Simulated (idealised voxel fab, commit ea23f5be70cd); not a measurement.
Presented below is a process module, voxel gate over fins.
In the cross-section labelled cut, the width is 220 nm and each square cell is 5 nm.
For the purposes of this document, a cross-section shall be understood as a grid of square cells, specified as bands listed in top-to-bottom order, each band consisting of one or more rows of cells. Top, bottom (nm), then materials left to right with widths (nm); lone material tagged "throughout" fills the whole band edge to edge; "air" = empty space. Counting heights begins at 0, where everything beneath is, in the wafer as received, one material. The lowest band has no bottom; it goes on downwards, as "top 0, no bottom" shows. When a width is written as two numbers, as in "30->40", the first number is the width in the top row of cells of the band and the second is the width in its bottom row, and the width changes by the same amount from each row to the next. Key: "all unchanged" - step with no changed cell in the cross-section. "Entrapped voids" - sealed voids, min. 8 cells, no opening to top; format: width x height at distance (distance from left edge; nm throughout). The remark found on a step's line after its settings is issued by the simulator itself and pertains to that step. Regarding "overlay nm": on a step with a mask, it is the distance the mask lay to the right of its planned place; a negative value places it to the left.

This section lists the process steps that were planned:
| 1 | RECEIVE with material Si |
| 2 | CONFORMAL_DEP with material SiN, thk nm 5 |
| 3 | MASKED_ETCH with tone cover, mask id FINS, width nm 15, pitch nm 50, etch materials SiN, depth nm 5, overlay nm 0 |
| 4 | MASKED_ETCH with tone cover, mask id FINS, width nm 15, pitch nm 50, etch materials Si, depth nm 40, overlay nm 0 |
| 5 | FILL_DEP with material SiO2, thk nm 5 |
| 6 | CMP with height nm 5 |
| 7 | PATTERN with tone open, mask id RAIL, material resist, width nm 15, thk nm 15, overlay nm 0 |
| 8 | DIRECTIONAL_ETCH with etch materials SiO2, depth nm 40 |
| 9 | STRIP with etch materials resist |
| 10 | CONFORMAL_DEP with material TiN, thk nm 5 |
| 11 | FILL_DEP with material Ru, thk nm 10 |
| 12 | CMP with height nm 5 |
| 13 | SELECTIVE_ETCH with etch materials W Ru TiN, depth nm 30 |
| 14 | FILL_DEP with material SiO2, thk nm 5 |
| 15 | CMP with height nm 5 |
| 16 | SELECTIVE_ETCH with etch materials SiO2, depth nm 20 |
| 17 | STRIP with etch materials SiN |
| 18 | CONFORMAL_DEP with material HfO2, thk nm 5 |
| 19 | CONFORMAL_DEP with material TiN, thk nm 5 |
| 20 | CONFORMAL_DEP with material TiAl, thk nm 5 |
| 21 | CONFORMAL_DEP with material TiN, thk nm 5 |
| 22 | FILL_DEP with material W, thk nm 15 |
| 23 | CMP with height nm 30 |
| 24 | CONFORMAL_DEP with material SiN, thk nm 5 |

As received, after step 1:
> top 0, no bottom: Si throughout
> Entrapped voids: none

The plan above was carried out on the starting structure above with one mistake, and this cross-section shows the wafer at the end of the module:
> top 35, bottom 30: SiN throughout
> top 30, bottom 25: W throughout
> top 25, bottom 20: TiN throughout
> top 20, bottom 15: TiAl throughout
> top 15, bottom 10: TiN throughout
> top 10, bottom 5: HfO2 (55) / TiN (5) / HfO2 (45) / TiN (5) / HfO2 (45) / TiN (5) / HfO2 (60)
> top 5, bottom 0: TiAl (50) / HfO2 (15) / TiAl (35) / HfO2 (15) / TiAl (35) / HfO2 (15) / TiAl (55)
> top 0, bottom -40: TiAl (50) / Si (15) / TiAl (35) / Si (15) / TiAl (35) / Si (15) / TiAl (55)
> top -40, no bottom: Si throughout
> Entrapped voids: none
Deviation from plan: step 5 ran with different settings than intended, the actual operation and settings being FILL_DEP with material TiAl, thk nm 5
